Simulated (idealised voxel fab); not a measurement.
The document below concerns the process module designated voxel spacer lines.
Xsec cut, 285 nm wide, square cell size 5 nm.
How to read a cross-section here: the picture is a grid of square cells, written as bands going from the top down, and any band can span one or more rows of cells. Top, bottom (nm), then materials left to right with widths (nm); lone material tagged "throughout" fills the whole band edge to edge; "blank" = empty space. Basically, 0 is our baseline, since under it the wafer straight out of the box is all one material. The bottom band has no lower end and keeps on going down, so it looks like "top 0, no bottom". When a width is written as two numbers, as in "30->40", the first number is the width in the top row of cells of the band and the second is the width in its bottom row, and the width changes by the same amount from each row to the next. "left unchanged" after a step means that no cell of the cross-section changed. Heads up: "Sealed cavities" only lists the empty pockets with no open path to the top that are 8 cells or more, and it writes them as width x height at distance, distance from the left edge, in nm. Where a step's line continues beyond its settings, the continuation is a remark by the simulator itself on that step. The "overlay nm" setting may appear on a step's line; for a step that uses a mask, it gives how far to the right of its planned position the mask lay, and a negative value indicates the left.
# Planned process steps
step 1: RECEIVE | material Si
step 2: CONFORMAL_DEP | material Al2O3 | thk nm 10
step 3: DIRECTIONAL_DEP | material W | thk nm 10
step 4: DIRECTIONAL_DEP | material polySi | thk nm 30
step 5: PATTERN | tone cover | mask id MANDREL | material resist | width nm 20 | pitch nm 60 | thk nm 40 | overlay nm 0
step 6: DIRECTIONAL_ETCH | etch materials polySi | depth nm 30
step 7: STRIP | etch materials resist
step 8: CONFORMAL_DEP | material SiO2 | thk nm 10
step 9: DIRECTIONAL_ETCH | etch materials SiO2 | depth nm 10
step 10: STRIP | etch materials polySi
step 11: DIRECTIONAL_ETCH | etch materials W | depth nm 10
step 12: STRIP | etch materials SiO2
# The first wafer of two, processed as planned
# Cross-section of the wafer at receipt, which is the condition after step 1
* top 0, no bottom: Si throughout
* Sealed cavities: none
# The wafer, seen in cross-section, after step 2
* top 10, bottom 0: Al2O3 throughout
* below 0: unchanged
# The wafer, seen in cross-section, after step 3
* top 20, bottom 10: W throughout
* below 10: unchanged
# The wafer, seen in cross-section, after step 4
* top 50, bottom 20: polySi throughout
* below 20: unchanged
# The wafer, seen in cross-section, after step 5
* top 90, bottom 50: blank (100) / resist (20) / blank (40) / resist (20) / blank (105)
* below 50: unchanged
# The wafer, seen in cross-section, after step 6
* top 90, bottom 50: blank (100) / resist (20) / blank (40) / resist (20) / blank (105)
* top 50, bottom 20: blank (100) / polySi (20) / blank (40) / polySi (20) / blank (105)
* below 20: unchanged
# The wafer, seen in cross-section, after step 7
* top 50, bottom 20: blank (100) / polySi (20) / blank (40) / polySi (20) / blank (105)
* below 20: unchanged
# The wafer, seen in cross-section, after step 8
* top 60, bottom 50: blank (90) / SiO2 (40) / blank (20) / SiO2 (40) / blank (95)
* top 50, bottom 30: blank (90) / SiO2 (10) / polySi (20) / SiO2 (10) / blank (20) / SiO2 (10) / polySi (20) / SiO2 (10) / blank (95)
* top 30, bottom 20: SiO2 (100) / polySi (20) / SiO2 (40) / polySi (20) / SiO2 (105)
* below 20: unchanged
# The wafer, seen in cross-section, after step 9
* top 50, bottom 20: blank (90) / SiO2 (10) / polySi (20) / SiO2 (10) / blank (20) / SiO2 (10) / polySi (20) / SiO2 (10) / blank (95)
* below 20: unchanged
# The wafer, seen in cross-section, after step 10
* top 50, bottom 20: blank (90) / SiO2 (10) / blank (20) / SiO2 (10) / blank (20) / SiO2 (10) / blank (20) / SiO2 (10) / blank (95)
* below 20: unchanged
# The wafer, seen in cross-section, after step 11
* top 50, bottom 20: blank (90) / SiO2 (10) / blank (20) / SiO2 (10) / blank (20) / SiO2 (10) / blank (20) / SiO2 (10) / blank (95)
* top 20, bottom 10: blank (90) / W (10) / blank (20) / W (10) / blank (20) / W (10) / blank (20) / W (10) / blank (95)
* below 10: unchanged
# The wafer, seen in cross-section, after step 12
* top 20, bottom 10: blank (90) / W (10) / blank (20) / W (10) / blank (20) / W (10) / blank (20) / W (10) / blank (95)
* below 10: unchanged
# Companion wafer, the second of two: same beginning, same intended sequence, one mistake in carrying it out; through step 1 inclusive it tracks the first exactly
The second wafer in cross-section, at the planned close of step 2: left unchanged
# The second wafer in cross-section, at the planned close of step 3
* top 10, bottom 0: W throughout
* below 0: unchanged
# The second wafer in cross-section, at the planned close of step 4
* top 40, bottom 10: polySi throughout
* below 10: unchanged
# The second wafer in cross-section, at the planned close of step 5
* top 80, bottom 40: blank (100) / resist (20) / blank (40) / resist (20) / blank (105)
* below 40: unchanged
# The second wafer in cross-section, at the planned close of step 6
* top 80, bottom 40: blank (100) / resist (20) / blank (40) / resist (20) / blank (105)
* top 40, bottom 10: blank (100) / polySi (20) / blank (40) / polySi (20) / blank (105)
* below 10: unchanged
# The second wafer in cross-section, at the planned close of step 7
* top 40, bottom 10: blank (100) / polySi (20) / blank (40) / polySi (20) / blank (105)
* below 10: unchanged
# The second wafer in cross-section, at the planned close of step 8
* top 50, bottom 40: blank (90) / SiO2 (40) / blank (20) / SiO2 (40) / blank (95)
* top 40, bottom 20: blank (90) / SiO2 (10) / polySi (20) / SiO2 (10) / blank (20) / SiO2 (10) / polySi (20) / SiO2 (10) / blank (95)
* top 20, bottom 10: SiO2 (100) / polySi (20) / SiO2 (40) / polySi (20) / SiO2 (105)
* below 10: unchanged
# The second wafer in cross-section, at the planned close of step 9
* top 40, bottom 10: blank (90) / SiO2 (10) / polySi (20) / SiO2 (10) / blank (20) / SiO2 (10) / polySi (20) / SiO2 (10) / blank (95)
* below 10: unchanged
# The second wafer in cross-section, at the planned close of step 10
* top 40, bottom 10: blank (90) / SiO2 (10) / blank (20) / SiO2 (10) / blank (20) / SiO2 (10) / blank (20) / SiO2 (10) / blank (95)
* below 10: unchanged
# The second wafer in cross-section, at the planned close of step 11
* top 40, bottom 10: blank (90) / SiO2 (10) / blank (20) / SiO2 (10) / blank (20) / SiO2 (10) / blank (20) / SiO2 (10) / blank (95)
* top 10, bottom 0: blank (90) / W (10) / blank (20) / W (10) / blank (20) / W (10) / blank (20) / W (10) / blank (95)
* below 0: unchanged
# The second wafer in cross-section, at the planned close of step 12
* top 10, bottom 0: blank (90) / W (10) / blank (20) / W (10) / blank (20) / W (10) / blank (20) / W (10) / blank (95)
* below 0: unchanged
It is concluded that the wafer was processed incorrectly with respect to the plan, in that step 2 in the plan did not get run; it was skipped
Looking at both finished wafers in cells, the second ends up ahead of or behind the first on some materials: 114 fewer of Al2O3
